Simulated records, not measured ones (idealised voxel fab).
The process module presented herein is designated voxel gate over fins.
Each square cell in cross-section cut measures 5 nm, and the section as a whole is 280 nm wide.
Just so we're on the same page, the cross-sections are grids of square cells, and they're listed out in bands top to bottom, each band one or more rows deep.
In this notation a band is specified by the heights of its top and bottom, in that order and in nm, after which its materials appear from left to right, each paired with its width in nm. The word "edge to edge" attached to a single material means that material fills the band from edge to edge; the word "blank" stands for empty space.
A quick word on heights: they are counted from 0, and under that level the wafer as it came to us is one material throughout. The lowest band is different from the rest in having no bottom; it simply continues downward, written as in "0 nm and below".
Note: "30 to 40" means the width goes from the first number (top row of the band) to the second number (bottom row) in equal steps per row of cells.
Any step labelled "nothing altered" changed none of the cells in the cross-section.
Closed empty spaces (no open way to the top) of 8 cells or more are what "Fully closed voids" lists, each as width x height at distance from the left edge, nm for all three.
Read whatever lies past the settings on a step's line as the simulator's own remark about the step.
overlay nm: mask right of planned place by this much (step with mask). Neg. = left.
# Planned process steps
1: RECEIVE with material Si
2: CONFORMAL_DEP with material SiN, thk nm 10
3: DIRECTIONAL_DEP with material aC, thk nm 10
4: PATTERN with tone cover, mask id FINS, material resist, width nm 15, pitch nm 60, thk nm 30, overlay nm 0
5: DIRECTIONAL_ETCH with etch materials aC, depth nm 10
6: STRIP with etch materials resist
7: DIRECTIONAL_ETCH with etch materials SiN, depth nm 10
8: DIRECTIONAL_ETCH with etch materials Si, depth nm 35
9: STRIP with etch materials aC
10: FILL_DEP with material SiO2, thk nm 15
11: CMP with height nm 10
12: DIRECTIONAL_DEP with material aC, thk nm 10
13: PATTERN with tone open, mask id RAIL, material resist, width nm 15, thk nm 25, overlay nm 0
14: DIRECTIONAL_ETCH with etch materials aC, depth nm 10
15: STRIP with etch materials resist
16: DIRECTIONAL_ETCH with etch materials SiO2, depth nm 40
17: STRIP with etch materials aC
18: CONFORMAL_DEP with material TiN, thk nm 5
19: FILL_DEP with material W, thk nm 5
20: CMP with height nm 10
21: SELECTIVE_ETCH with etch materials W Ru TiN, depth nm 30
22: FILL_DEP with material SiO2, thk nm 5
23: CMP with height nm 10
24: SELECTIVE_ETCH with etch materials SiO2, depth nm 25
25: STRIP with etch materials SiN
26: CONFORMAL_DEP with material HfO2, thk nm 5
27: CONFORMAL_DEP with material TiN, thk nm 5
28: CONFORMAL_DEP with material TiAl, thk nm 5
29: CONFORMAL_DEP with material TiN, thk nm 5
30: FILL_DEP with material W, thk nm 10
31: CMP with height nm 25
32: CONFORMAL_DEP with material SiCN, thk nm 10
# As-received wafer cross-section (after step 1)
- 0 nm and below = Si edge to edge
- Fully closed voids: none
# End-of-module XS, first of two wafers, run as planned
- 35 nm to 25 nm = SiCN edge to edge
- 25 nm to 20 nm = W edge to edge
- 20 nm to 15 nm = 20 W / 55 TiN / 5 W / 55 TiN / 5 W / 55 TiN / 5 W / 55 TiN / 25 W
- 15 nm to 10 nm = 20 W / 5 TiN / 45 TiAl / 5 TiN / 5 W / 5 TiN / 45 TiAl / 5 TiN / 5 W / 5 TiN / 45 TiAl / 5 TiN / 5 W / 5 TiN / 45 TiAl / 5 TiN / 25 W
- 10 nm to 5 nm = 20 W / 5 TiN / 5 TiAl / 35 TiN / 5 TiAl / 5 TiN / 5 W / 5 TiN / 5 TiAl / 35 TiN / 5 TiAl / 5 TiN / 5 W / 5 TiN / 5 TiAl / 35 TiN / 5 TiAl / 5 TiN / 5 W / 5 TiN / 5 TiAl / 35 TiN / 5 TiAl / 5 TiN / 25 W
- 5 nm to 0 nm = 25 TiN / 5 TiAl / 5 TiN / 25 HfO2 / 5 TiN / 5 TiAl / 15 TiN / 5 TiAl / 5 TiN / 25 HfO2 / 5 TiN / 5 TiAl / 15 TiN / 5 TiAl / 5 TiN / 25 HfO2 / 5 TiN / 5 TiAl / 15 TiN / 5 TiAl / 5 TiN / 25 HfO2 / 5 TiN / 5 TiAl / 30 TiN
- 0 nm to -5 nm = 30 TiAl / 5 TiN / 5 HfO2 / 15 Si / 5 HfO2 / 5 TiN / 25 TiAl / 5 TiN / 5 HfO2 / 15 Si / 5 HfO2 / 5 TiN / 25 TiAl / 5 TiN / 5 HfO2 / 15 Si / 5 HfO2 / 5 TiN / 25 TiAl / 5 TiN / 5 HfO2 / 15 Si / 5 HfO2 / 5 TiN / 35 TiAl
- -5 nm to -10 nm = 35 TiN / 5 HfO2 / 15 Si / 5 HfO2 / 35 TiN / 5 HfO2 / 15 Si / 5 HfO2 / 35 TiN / 5 HfO2 / 15 Si / 5 HfO2 / 35 TiN / 5 HfO2 / 15 Si / 5 HfO2 / 40 TiN
- -10 nm to -15 nm = 40 HfO2 / 15 Si / 45 HfO2 / 15 Si / 45 HfO2 / 15 Si / 45 HfO2 / 15 Si / 45 HfO2
- -15 nm to -20 nm = 40 SiO2 / 15 Si / 45 SiO2 / 15 Si / 45 SiO2 / 15 Si / 45 SiO2 / 15 Si / 45 SiO2
- -20 nm to -25 nm = 40 SiO2 / 15 Si / 15 SiO2 / 5 TiN / 5 W / 5 TiN / 15 SiO2 / 15 Si / 45 SiO2 / 15 Si / 45 SiO2 / 15 Si / 45 SiO2
- -25 nm to -30 nm = 40 SiO2 / 15 Si / 15 SiO2 / 15 TiN / 15 SiO2 / 15 Si / 45 SiO2 / 15 Si / 45 SiO2 / 15 Si / 45 SiO2
- -30 nm to -35 nm = 40 SiO2 / 15 Si / 45 SiO2 / 15 Si / 45 SiO2 / 15 Si / 45 SiO2 / 15 Si / 45 SiO2
- -35 nm and below = Si edge to edge
- Fully closed voids: none
# Second wafer cross-section at end of module - shared start and plan with the first, one mistake in the run
- 35 nm to 25 nm = SiCN edge to edge
- 25 nm to 20 nm = W edge to edge
- 20 nm to 15 nm = 15 W / 245 TiN / 20 W
- 15 nm to 10 nm = 15 W / 5 TiN / 55 TiAl / 5 TiN / 55 TiAl / 5 TiN / 55 TiAl / 5 TiN / 55 TiAl / 5 TiN / 20 W
- 10 nm to 5 nm = 15 W / 5 TiN / 5 TiAl / 45 TiN / 5 TiAl / 5 TiN / 5 TiAl / 45 TiN / 5 TiAl / 5 TiN / 5 TiAl / 45 TiN / 5 TiAl / 5 TiN / 5 TiAl / 45 TiN / 5 TiAl / 5 TiN / 20 W
- 5 nm to 0 nm = 20 TiN / 5 TiAl / 5 TiN / 35 HfO2 / 5 TiN / 5 TiAl / 5 TiN / 5 TiAl / 5 TiN / 35 HfO2 / 5 TiN / 5 TiAl / 5 TiN / 5 TiAl / 5 TiN / 35 HfO2 / 5 TiN / 5 TiAl / 5 TiN / 5 TiAl / 5 TiN / 35 HfO2 / 5 TiN / 5 TiAl / 25 TiN
- 0 nm to -5 nm = 25 TiAl / 5 TiN / 5 HfO2 / 25 Si / 5 HfO2 / 5 TiN / 15 TiAl / 5 TiN / 5 HfO2 / 25 Si / 5 HfO2 / 5 TiN / 15 TiAl / 5 TiN / 5 HfO2 / 25 Si / 5 HfO2 / 5 TiN / 15 TiAl / 5 TiN / 5 HfO2 / 25 Si / 5 HfO2 / 5 TiN / 30 TiAl
- -5 nm to -10 nm = 30 TiN / 5 HfO2 / 25 Si / 5 HfO2 / 25 TiN / 5 HfO2 / 25 Si / 5 HfO2 / 25 TiN / 5 HfO2 / 25 Si / 5 HfO2 / 25 TiN / 5 HfO2 / 25 Si / 5 HfO2 / 35 TiN
- -10 nm to -15 nm = 35 HfO2 / 25 Si / 35 HfO2 / 25 Si / 35 HfO2 / 25 Si / 35 HfO2 / 25 Si / 40 HfO2
- -15 nm to -20 nm = 35 SiO2 / 25 Si / 35 SiO2 / 25 Si / 35 SiO2 / 25 Si / 35 SiO2 / 25 Si / 40 SiO2
- -20 nm to -25 nm = 35 SiO2 / 25 Si / 10 SiO2 / 5 TiN / 5 W / 5 TiN / 10 SiO2 / 25 Si / 35 SiO2 / 25 Si / 35 SiO2 / 25 Si / 40 SiO2
- -25 nm to -30 nm = 35 SiO2 / 25 Si / 10 SiO2 / 15 TiN / 10 SiO2 / 25 Si / 35 SiO2 / 25 Si / 35 SiO2 / 25 Si / 40 SiO2
- -30 nm to -35 nm = 35 SiO2 / 25 Si / 35 SiO2 / 25 Si / 35 SiO2 / 25 Si / 35 SiO2 / 25 Si / 40 SiO2
- -35 nm and below = Si edge to edge
- Fully closed voids: none
Processing error: note that step 4 departed from the planned setting and was carried out as PATTERN with tone cover, mask id FINS, material resist, width nm 25, pitch nm 60, thk nm 30, overlay nm 0
End of process, cell counts, second wafer against first, materials with more or fewer: +56 Si | -32 SiO2 | -9 TiN | -15 W
